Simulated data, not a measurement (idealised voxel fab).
process module | voxel released beams
cross-section cut | 160 nm wide | cells 5 nm
A cross-section is a grid of square cells, given in bands from the top down. A band is one or more rows of cells.
Each band's line starts with the height of the band's top and of its bottom, in nm. Then come its materials from left to right, each with its width in nm. One material with "throughout" fills the band from edge to edge. "air" is empty space.
Height 0 is the level under which the wafer as received is all one material. The lowest band goes on downwards, as in "0 down".
A width such as "30 to 40" changes by the same amount from each row of cells to the next, from the band's top row to its bottom row.
"no change" after a step means that no cell of the cross-section changed.
closed voids: empty space of 8 cells or more with no open way to the top, each as width x height at its distance from the left edge, in nm
after a step's settings: what the simulator itself notes on the step
overlay nm, on a step with a mask: how far to the right of its planned place the mask lay; to the left if negative
plan
1 op RECEIVE | material Si
2 op CONFORMAL_DEP | material Al2O3 | thk nm 5
3 op DIRECTIONAL_DEP | material SiO2 | thk nm 10
4 op DIRECTIONAL_DEP | material aC | thk nm 15
5 op PATTERN | tone open | mask id ANCHOR | material resist | width nm 25 | thk nm 30 | overlay nm 0
6 op DIRECTIONAL_ETCH | etch materials aC | depth nm 15
7 op STRIP | etch materials resist
8 op DIRECTIONAL_ETCH | etch materials SiO2 | depth nm 10
9 op STRIP | etch materials aC
10 op CONFORMAL_DEP | material polySi | thk nm 10
11 op DIRECTIONAL_DEP | material aC | thk nm 10
12 op PATTERN | tone cover | mask id BEAM | material resist | width nm 85 | thk nm 25 | overlay nm 0
13 op DIRECTIONAL_ETCH | etch materials aC | depth nm 10
14 op STRIP | etch materials resist
15 op DIRECTIONAL_ETCH | etch materials polySi | depth nm 10
16 op STRIP | etch materials aC
17 op STRIP | etch materials SiO2
first wafer, as planned
as received, after step 1
  0 down: Si throughout
  closed voids: none
after step 2
  5 to 0: Al2O3 throughout
  below 0: unchanged
after step 3
  15 to 5: SiO2 throughout
  below 5: unchanged
after step 4
  30 to 15: aC throughout
  below 15: unchanged
after step 5
  60 to 30: resist 40 | air 25 | resist 95
  below 30: unchanged
after step 6
  45 to 30: resist 40 | air 25 | resist 95
  30 to 15: aC 40 | air 25 | aC 95
  below 15: unchanged
after step 7
  30 to 15: aC 40 | air 25 | aC 95
  below 15: unchanged
after step 8
  30 to 15: aC 40 | air 25 | aC 95
  15 to 5: SiO2 40 | air 25 | SiO2 95
  below 5: unchanged
after step 9
  15 to 5: SiO2 40 | air 25 | SiO2 95
  below 5: unchanged
after step 10
  25 to 15: polySi 50 | air 5 | polySi 105
  15 to 5: SiO2 40 | polySi 25 | SiO2 95
  below 5: unchanged
after step 11
  35 to 25: aC 50 | air 5 | aC 105
  25 to 15: polySi 50 | aC 5 | polySi 105
  below 15: unchanged
after step 12
  60 to 35: air 35 | resist 85 | air 40
  35 to 25: aC 50 | resist 5 | aC 105
  below 25: unchanged
after step 13
  50 to 35: air 35 | resist 85 | air 40
  35 to 25: air 35 | aC 15 | resist 5 | aC 65 | air 40
  below 25: unchanged
after step 14
  35 to 25: air 35 | aC 15 | air 5 | aC 65 | air 40
  below 25: unchanged
after step 15
  35 to 25: air 35 | aC 15 | air 5 | aC 65 | air 40
  25 to 15: air 35 | polySi 15 | aC 5 | polySi 65 | air 40
  below 15: unchanged
after step 16
  25 to 15: air 35 | polySi 15 | air 5 | polySi 65 | air 40
  below 15: unchanged
after step 17
  25 to 15: air 35 | polySi 15 | air 5 | polySi 65 | air 40
  15 to 5: air 40 | polySi 25 | air 95
  below 5: unchanged
second wafer: like start, like plan, one mistake. Through step 11 it matches the first wafer
when step 12 should have ended
  60 to 35: air 30 | resist 95 | air 35
  35 to 25: aC 50 | resist 5 | aC 105
  below 25: unchanged
when step 13 should have ended
  50 to 35: air 30 | resist 95 | air 35
  35 to 25: air 30 | aC 20 | resist 5 | aC 70 | air 35
  below 25: unchanged
when step 14 should have ended
  35 to 25: air 30 | aC 20 | air 5 | aC 70 | air 35
  below 25: unchanged
when step 15 should have ended
  35 to 25: air 30 | aC 20 | air 5 | aC 70 | air 35
  25 to 15: air 30 | polySi 20 | aC 5 | polySi 70 | air 35
  below 15: unchanged
when step 16 should have ended
  25 to 15: air 30 | polySi 20 | air 5 | polySi 70 | air 35
  below 15: unchanged
when step 17 should have ended
  25 to 15: air 30 | polySi 20 | air 5 | polySi 70 | air 35
  15 to 5: air 40 | polySi 25 | air 95
  below 5: unchanged
what went wrong: step 12 ran as: op PATTERN | tone cover | mask id BEAM | material resist | width nm 95 | thk nm 25 | overlay nm 0
at the end the second wafer has, in cells: 4 more of polySi
